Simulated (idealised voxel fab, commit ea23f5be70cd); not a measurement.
Presented below is a process module, voxel self aligned contacts.
Cross-sectional view cut (width: 205 nm; square cell size: 5 nm).
We lay out every cross-section as a grid of square cells and spell it out in bands from the top down, where one band means one or more rows of cells. The band entry comprises the height of the band's top followed by the height of its bottom, expressed in nm, and subsequently the band's materials from left to right, each stated together with its width in nm. Where a single material is marked with the word "throughout", that material fills the band from edge to edge. The word "blank" represents empty space. It should be noted that heights are counted from 0, beneath which the wafer as supplied is of one material throughout, and that the lowest band possesses no lower boundary but continues downward, as written in "0 nm and below". Width: "30->40" (first number = top row, second number = bottom row, same change from row to row of cells). What does "no alterations made" mean for a step? It means no cell of the cross-section changed in that step. This entry, "Encapsulated voids", enumerates those empty regions of no fewer than 8 cells that possess no open connection to the top. Each region is reported in the form width x height at distance, the distance being taken from the left edge, with all three quantities expressed in nm. Post-settings text on a step line: simulator's own remark regarding the step. Regarding "overlay nm": on a step with a mask, it is the distance the mask lay to the right of its planned place; a negative value places it to the left.
[Process steps - plan]
1,RECEIVE, material Si
2,OXIDIZE, depth nm 5
3,DIRECTIONAL_DEP, material polySi, thk nm 20
4,DIRECTIONAL_DEP, material SiN, thk nm 25
5,MASKED_ETCH, tone cover, mask id GATE, width nm 30, pitch nm 65, etch materials SiN, depth nm 25, overlay nm 0
6,MASKED_ETCH, tone cover, mask id GATE, width nm 30, pitch nm 65, etch materials polySi, depth nm 20, overlay nm 0
7,CONFORMAL_DEP, material SiN, thk nm 10
8,DIRECTIONAL_ETCH, etch materials SiN, depth nm 10
9,FILL_DEP, material SiO2, thk nm 20
10,CMP, height nm 55
11,DIRECTIONAL_DEP, material aC, thk nm 15
12,PATTERN, tone open, mask id CONTACT, material resist, width nm 45, thk nm 30, overlay nm 0
13,DIRECTIONAL_ETCH, etch materials aC, depth nm 15
14,STRIP, etch materials resist
15,DIRECTIONAL_ETCH, etch materials SiO2, depth nm 60
16,STRIP, etch materials aC
17,CONFORMAL_DEP, material TiN, thk nm 5
18,FILL_DEP, material Ru, thk nm 5
19,CMP, height nm 55
20,CONFORMAL_DEP, material SiCN, thk nm 5
[Of two wafers, the first: run according to plan]
[Incoming wafer, cross-sectional view, post step 1]
- 0 nm and below  Si throughout
- Encapsulated voids: none
[Take a look at the wafer's cross-section after step 2]
- 0 nm to -5 nm  SiO2 throughout
- All layers under -5 are left as they were.
[Take a look at the wafer's cross-section after step 3]
- 20 nm to 0 nm  polySi throughout
- All layers under 0 are left as they were.
[Take a look at the wafer's cross-section after step 4]
- 45 nm to 20 nm  SiN throughout
- All layers under 20 are left as they were.
[Take a look at the wafer's cross-section after step 5]
- 45 nm to 20 nm  55 blank, 30 SiN, 35 blank, 30 SiN, 55 blank
- All layers under 20 are left as they were.
[Take a look at the wafer's cross-section after step 6]
- 45 nm to 20 nm  55 blank, 30 SiN, 35 blank, 30 SiN, 55 blank
- 20 nm to 0 nm  55 blank, 30 polySi, 35 blank, 30 polySi, 55 blank
- All layers under 0 are left as they were.
[Take a look at the wafer's cross-section after step 7]
- 55 nm to 20 nm  45 blank, 50 SiN, 15 blank, 50 SiN, 45 blank
- 20 nm to 10 nm  45 blank, 10 SiN, 30 polySi, 10 SiN, 15 blank, 10 SiN, 30 polySi, 10 SiN, 45 blank
- 10 nm to 0 nm  55 SiN, 30 polySi, 35 SiN, 30 polySi, 55 SiN
- All layers under 0 are left as they were.
[Take a look at the wafer's cross-section after step 8]
- 45 nm to 20 nm  45 blank, 50 SiN, 15 blank, 50 SiN, 45 blank
- 20 nm to 0 nm  45 blank, 10 SiN, 30 polySi, 10 SiN, 15 blank, 10 SiN, 30 polySi, 10 SiN, 45 blank
- All layers under 0 are left as they were.
[Take a look at the wafer's cross-section after step 9]
- 65 nm to 45 nm  SiO2 throughout
- 45 nm to 20 nm  45 SiO2, 50 SiN, 15 SiO2, 50 SiN, 45 SiO2
- 20 nm to 0 nm  45 SiO2, 10 SiN, 30 polySi, 10 SiN, 15 SiO2, 10 SiN, 30 polySi, 10 SiN, 45 SiO2
- All layers under 0 are left as they were.
[Take a look at the wafer's cross-section after step 10]
- 55 nm to 45 nm  SiO2 throughout
- All layers under 45 are left as they were.
[Take a look at the wafer's cross-section after step 11]
- 70 nm to 55 nm  aC throughout
- All layers under 55 are left as they were.
[Take a look at the wafer's cross-section after step 12]
- 100 nm to 70 nm  80 resist, 45 blank, 80 resist
- All layers under 70 are left as they were.
[Take a look at the wafer's cross-section after step 13]
- 85 nm to 70 nm  80 resist, 45 blank, 80 resist
- 70 nm to 55 nm  80 aC, 45 blank, 80 aC
- All layers under 55 are left as they were.
[Take a look at the wafer's cross-section after step 14]
- 70 nm to 55 nm  80 aC, 45 blank, 80 aC
- All layers under 55 are left as they were.
[Take a look at the wafer's cross-section after step 15]
- 70 nm to 55 nm  80 aC, 45 blank, 80 aC
- 55 nm to 45 nm  80 SiO2, 45 blank, 80 SiO2
- 45 nm to 20 nm  45 SiO2, 50 SiN, 15 blank, 50 SiN, 45 SiO2
- 20 nm to 0 nm  45 SiO2, 10 SiN, 30 polySi, 10 SiN, 15 blank, 10 SiN, 30 polySi, 10 SiN, 45 SiO2
- 0 nm to -5 nm  95 SiO2, 15 blank, 95 SiO2
- All layers under -5 are left as they were.
[Take a look at the wafer's cross-section after step 16]
- 55 nm to 45 nm  80 SiO2, 45 blank, 80 SiO2
- All layers under 45 are left as they were.
[Take a look at the wafer's cross-section after step 17]
- 60 nm to 55 nm  85 TiN, 35 blank, 85 TiN
- 55 nm to 45 nm  80 SiO2, 5->20 TiN, 35->5 blank, 5->20 TiN, 80 SiO2
- 45 nm to 20 nm  45 SiO2, 50 SiN, 5 TiN, 5 blank, 5 TiN, 50 SiN, 45 SiO2
- 20 nm to 0 nm  45 SiO2, 10 SiN, 30 polySi, 10 SiN, 5 TiN, 5 blank, 5 TiN, 10 SiN, 30 polySi, 10 SiN, 45 SiO2
- 0 nm to -5 nm  95 SiO2, 15 TiN, 95 SiO2
- All layers under -5 are left as they were.
[Take a look at the wafer's cross-section after step 18]
- 65 nm to 60 nm  Ru throughout
- 60 nm to 55 nm  85 TiN, 35 Ru, 85 TiN
- 55 nm to 45 nm  80 SiO2, 5->20 TiN, 35->5 Ru, 5->20 TiN, 80 SiO2
- 45 nm to 20 nm  45 SiO2, 50 SiN, 5 TiN, 5 Ru, 5 TiN, 50 SiN, 45 SiO2
- 20 nm to 0 nm  45 SiO2, 10 SiN, 30 polySi, 10 SiN, 5 TiN, 5 Ru, 5 TiN, 10 SiN, 30 polySi, 10 SiN, 45 SiO2
- All layers under 0 are left as they were.
[Take a look at the wafer's cross-section after step 19]
- 55 nm to 45 nm  80 SiO2, 5->20 TiN, 35->5 Ru, 5->20 TiN, 80 SiO2
- All layers under 45 are left as they were.
[Take a look at the wafer's cross-section after step 20]
- 60 nm to 55 nm  SiCN throughout
- All layers under 55 are left as they were.
[Okay, second wafer. Nothing different at the start, nothing different in the plan, just one mistake somewhere in the running. As far as step 1, counting that step, it's the first wafer all over again]
[The second wafer cut through, at the time step 2 was supposed to be finished]
- 20 nm to 0 nm  polySi throughout
- All layers under 0 are left as they were.
[The second wafer cut through, at the time step 3 was supposed to be finished]
- 20 nm to 15 nm  SiO2 throughout
- All layers under 15 are left as they were.
[The second wafer cut through, at the time step 4 was supposed to be finished]
- 45 nm to 20 nm  SiN throughout
- All layers under 20 are left as they were.
[The second wafer cut through, at the time step 5 was supposed to be finished]
- 45 nm to 20 nm  55 blank, 30 SiN, 35 blank, 30 SiN, 55 blank
- All layers under 20 are left as they were.
The second wafer cut through, at the time step 6 was supposed to be finished: no alterations made
[The second wafer cut through, at the time step 7 was supposed to be finished]
- 55 nm to 30 nm  45 blank, 50 SiN, 15 blank, 50 SiN, 45 blank
- 30 nm to 20 nm  SiN throughout
- All layers under 20 are left as they were.
[The second wafer cut through, at the time step 8 was supposed to be finished]
- 45 nm to 20 nm  45 blank, 50 SiN, 15 blank, 50 SiN, 45 blank
- All layers under 20 are left as they were.
[The second wafer cut through, at the time step 9 was supposed to be finished]
- 65 nm to 45 nm  SiO2 throughout
- 45 nm to 20 nm  45 SiO2, 50 SiN, 15 SiO2, 50 SiN, 45 SiO2
- All layers under 20 are left as they were.
[The second wafer cut through, at the time step 10 was supposed to be finished]
- 55 nm to 45 nm  SiO2 throughout
- All layers under 45 are left as they were.
[The second wafer cut through, at the time step 11 was supposed to be finished]
- 70 nm to 55 nm  aC throughout
- All layers under 55 are left as they were.
[The second wafer cut through, at the time step 12 was supposed to be finished]
- 100 nm to 70 nm  80 resist, 45 blank, 80 resist
- All layers under 70 are left as they were.
[The second wafer cut through, at the time step 13 was supposed to be finished]
- 85 nm to 70 nm  80 resist, 45 blank, 80 resist
- 70 nm to 55 nm  80 aC, 45 blank, 80 aC
- All layers under 55 are left as they were.
[The second wafer cut through, at the time step 14 was supposed to be finished]
- 70 nm to 55 nm  80 aC, 45 blank, 80 aC
- All layers under 55 are left as they were.
[The second wafer cut through, at the time step 15 was supposed to be finished]
- 70 nm to 55 nm  80 aC, 45 blank, 80 aC
- 55 nm to 45 nm  80 SiO2, 45 blank, 80 SiO2
- 45 nm to 20 nm  45 SiO2, 50 SiN, 15 blank, 50 SiN, 45 SiO2
- 20 nm to 15 nm  95 SiO2, 15 blank, 95 SiO2
- All layers under 15 are left as they were.
[The second wafer cut through, at the time step 16 was supposed to be finished]
- 55 nm to 45 nm  80 SiO2, 45 blank, 80 SiO2
- All layers under 45 are left as they were.
[The second wafer cut through, at the time step 17 was supposed to be finished]
- 60 nm to 55 nm  85 TiN, 35 blank, 85 TiN
- 55 nm to 45 nm  80 SiO2, 5->20 TiN, 35->5 blank, 5->20 TiN, 80 SiO2
- 45 nm to 20 nm  45 SiO2, 50 SiN, 5 TiN, 5 blank, 5 TiN, 50 SiN, 45 SiO2
- 20 nm to 15 nm  95 SiO2, 15 TiN, 95 SiO2
- All layers under 15 are left as they were.
[The second wafer cut through, at the time step 18 was supposed to be finished]
- 65 nm to 60 nm  Ru throughout
- 60 nm to 55 nm  85 TiN, 35 Ru, 85 TiN
- 55 nm to 45 nm  80 SiO2, 5->20 TiN, 35->5 Ru, 5->20 TiN, 80 SiO2
- 45 nm to 20 nm  45 SiO2, 50 SiN, 5 TiN, 5 Ru, 5 TiN, 50 SiN, 45 SiO2
- All layers under 20 are left as they were.
[The second wafer cut through, at the time step 19 was supposed to be finished]
- 55 nm to 45 nm  80 SiO2, 5->20 TiN, 35->5 Ru, 5->20 TiN, 80 SiO2
- All layers under 45 are left as they were.
[The second wafer cut through, at the time step 20 was supposed to be finished]
- 60 nm to 55 nm  SiCN throughout
- All layers under 55 are left as they were.
Want to know what went wrong? the intended sequence of steps 2 and 3 was reversed during processing, with each occupying the position of the other
Heads up, by the end the second wafer has more or fewer cells of some materials compared to the first: -4 Ru; +41 Si; -32 SiN; -72 SiO2; -8 TiN; +75 polySi
